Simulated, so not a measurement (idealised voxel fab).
The following process module bears the name voxel gate over fins.
Square cells of 5 nm make up the cross-section cut, whose width is 235 nm.
How to read a cross-section here: the picture is a grid of square cells, written as bands going from the top down, and any band can span one or more rows of cells. The entry gives the band's vertical extent as a top height and a bottom height in nm, then its horizontal make-up as materials from left to right, each with a width in nm. "empty" stands for empty space; a single material marked "edge to edge" fills the band edge to edge. Heights are reckoned from 0. Under this level, the received wafer is all of one material. The bottommost band is open-ended downward, for example "0 -> down". The width entry "30..40" should be interpreted row by row: the top row of cells in the band takes the first number, the bottom row takes the second number, and the change between adjacent rows is uniform throughout. Any step labelled "left unchanged" changed none of the cells in the cross-section. "Sealed internal cavities" lists enclosed empty spaces (at least 8 cells, no open path upward to the top), each as width x height at distance from the left edge, in nm. after a step's settings: what the simulator itself notes on the step. overlay nm: how far to the right of its planned place the mask lay on this masked step (negative: to the left).
**The following list gives the planned process steps**
1: RECEIVE with material Si
2: CONFORMAL_DEP with material SiN, thk nm 10
3: MASKED_ETCH with tone cover, mask id FINS, width nm 15, pitch nm 50, etch materials SiN, depth nm 10, overlay nm 0
4: MASKED_ETCH with tone cover, mask id FINS, width nm 15, pitch nm 50, etch materials Si, depth nm 30, overlay nm 0
5: OXIDIZE with depth nm 5
6: FILL_DEP with material SiO2, thk nm 10
7: CMP with height nm 10
8: PATTERN with tone open, mask id RAIL, material resist, width nm 15, thk nm 15, overlay nm 0
9: DIRECTIONAL_ETCH with etch materials SiO2, depth nm 35
10: STRIP with etch materials resist
11: CONFORMAL_DEP with material TiN, thk nm 5
12: FILL_DEP with material W, thk nm 5
13: CMP with height nm 10
14: SELECTIVE_ETCH with etch materials W Ru TiN, depth nm 30
15: FILL_DEP with material SiO2, thk nm 5
16: CMP with height nm 10
17: SELECTIVE_ETCH with etch materials SiO2, depth nm 20
18: STRIP with etch materials SiN
19: CONFORMAL_DEP with material HfO2, thk nm 5
20: CONFORMAL_DEP with material TiN, thk nm 5
21: CONFORMAL_DEP with material TiAl, thk nm 5
22: CONFORMAL_DEP with material TiN, thk nm 5
23: FILL_DEP with material W, thk nm 10
24: CMP with height nm 25
25: CONFORMAL_DEP with material SiN, thk nm 5
**Wafer as received: cross-section following step 1**
  0 -> down: Si edge to edge
  Sealed internal cavities: none
**Run as planned - first of the two wafers cross-sectioned at the end of the module**
  30 -> 25: SiN edge to edge
  25 -> 20: W edge to edge
  20 -> 15: 20 W, 45 TiN, 5 W, 45 TiN, 5 W, 45 TiN, 5 W, 45 TiN, 20 W
  15 -> 10: 20 W, 5 TiN, 35 TiAl, 5 TiN, 5 W, 5 TiN, 35 TiAl, 5 TiN, 5 W, 5 TiN, 35 TiAl, 5 TiN, 5 W, 5 TiN, 35 TiAl, 5 TiN, 20 W
  10 -> 5: 25 TiN, 5 TiAl, 25 TiN, 5 TiAl, 15 TiN, 5 TiAl, 25 TiN, 5 TiAl, 15 TiN, 5 TiAl, 25 TiN, 5 TiAl, 15 TiN, 5 TiAl, 25 TiN, 5 TiAl, 25 TiN
  5 -> 0: 30 TiAl, 5 TiN, 15 HfO2, 5 TiN, 25 TiAl, 5 TiN, 15 HfO2, 5 TiN, 25 TiAl, 5 TiN, 15 HfO2, 5 TiN, 25 TiAl, 5 TiN, 15 HfO2, 5 TiN, 30 TiAl
  0 -> -5: 35 TiN, 5 HfO2, 5 Si, 5 HfO2, 35 TiN, 5 HfO2, 5 Si, 5 HfO2, 35 TiN, 5 HfO2, 5 Si, 5 HfO2, 35 TiN, 5 HfO2, 5 Si, 5 HfO2, 35 TiN
  -5 -> -10: 40 HfO2, 5 Si, 45 HfO2, 5 Si, 45 HfO2, 5 Si, 45 HfO2, 5 Si, 40 HfO2
  -10 -> -20: 40 SiO2, 5 Si, 45 SiO2, 5 Si, 45 SiO2, 5 Si, 45 SiO2, 5 Si, 40 SiO2
  -20 -> -25: 40 SiO2, 5 Si, 15 SiO2, 15 TiN, 15 SiO2, 5 Si, 45 SiO2, 5 Si, 45 SiO2, 5 Si, 40 SiO2
  -25 -> -35: 40 SiO2, 5 Si, 45 SiO2, 5 Si, 45 SiO2, 5 Si, 45 SiO2, 5 Si, 40 SiO2
  -35 -> down: Si edge to edge
  Sealed internal cavities: none
**Cross-sectional view: second of two wafers, end of module; start and plan identical to the first, one mistake in running**
  30 -> 25: SiN edge to edge
  25 -> 20: W edge to edge
  20 -> 15: 20 W, 45 TiN, 5 W, 45 TiN, 5 W, 45 TiN, 5 W, 45 TiN, 20 W
  15 -> 10: 20 W, 5 TiN, 35 TiAl, 5 TiN, 5 W, 5 TiN, 35 TiAl, 5 TiN, 5 W, 5 TiN, 35 TiAl, 5 TiN, 5 W, 5 TiN, 35 TiAl, 5 TiN, 20 W
  10 -> 5: 25 TiN, 5 TiAl, 25 TiN, 5 TiAl, 15 TiN, 5 TiAl, 25 TiN, 5 TiAl, 15 TiN, 5 TiAl, 25 TiN, 5 TiAl, 15 TiN, 5 TiAl, 25 TiN, 5 TiAl, 25 TiN
  5 -> 0: 30 TiAl, 5 TiN, 15 HfO2, 5 TiN, 25 TiAl, 5 TiN, 15 HfO2, 5 TiN, 25 TiAl, 5 TiN, 15 HfO2, 5 TiN, 25 TiAl, 5 TiN, 15 HfO2, 5 TiN, 30 TiAl
  0 -> -5: 35 TiN, 5 HfO2, 5 Si, 5 HfO2, 35 TiN, 5 HfO2, 5 Si, 5 HfO2, 35 TiN, 5 HfO2, 5 Si, 5 HfO2, 35 TiN, 5 HfO2, 5 Si, 5 HfO2, 35 TiN
  -5 -> -10: 40 HfO2, 5 Si, 45 HfO2, 5 Si, 45 HfO2, 5 Si, 45 HfO2, 5 Si, 40 HfO2
  -10 -> -20: 40 SiO2, 5 Si, 45 SiO2, 5 Si, 45 SiO2, 5 Si, 45 SiO2, 5 Si, 40 SiO2
  -20 -> -25: 35 TiN, 5 SiO2, 5 Si, 5 SiO2, 10 TiN, 15 SiO2, 10 TiN, 5 SiO2, 5 Si, 5 SiO2, 35 TiN, 5 SiO2, 5 Si, 5 SiO2, 35 TiN, 5 SiO2, 5 Si, 5 SiO2, 35 TiN
  -25 -> -35: 40 SiO2, 5 Si, 45 SiO2, 5 Si, 45 SiO2, 5 Si, 45 SiO2, 5 Si, 40 SiO2
  -35 -> down: Si edge to edge
  Sealed internal cavities: none
Diagnosis: rather than as planned, step 8 actually ran as PATTERN with tone cover, mask id RAIL, material resist, width nm 15, thk nm 15, overlay nm 0
Wafer comparison, final, in cells, second relative to first, materials more or fewer: -29 SiO2, +29 TiN
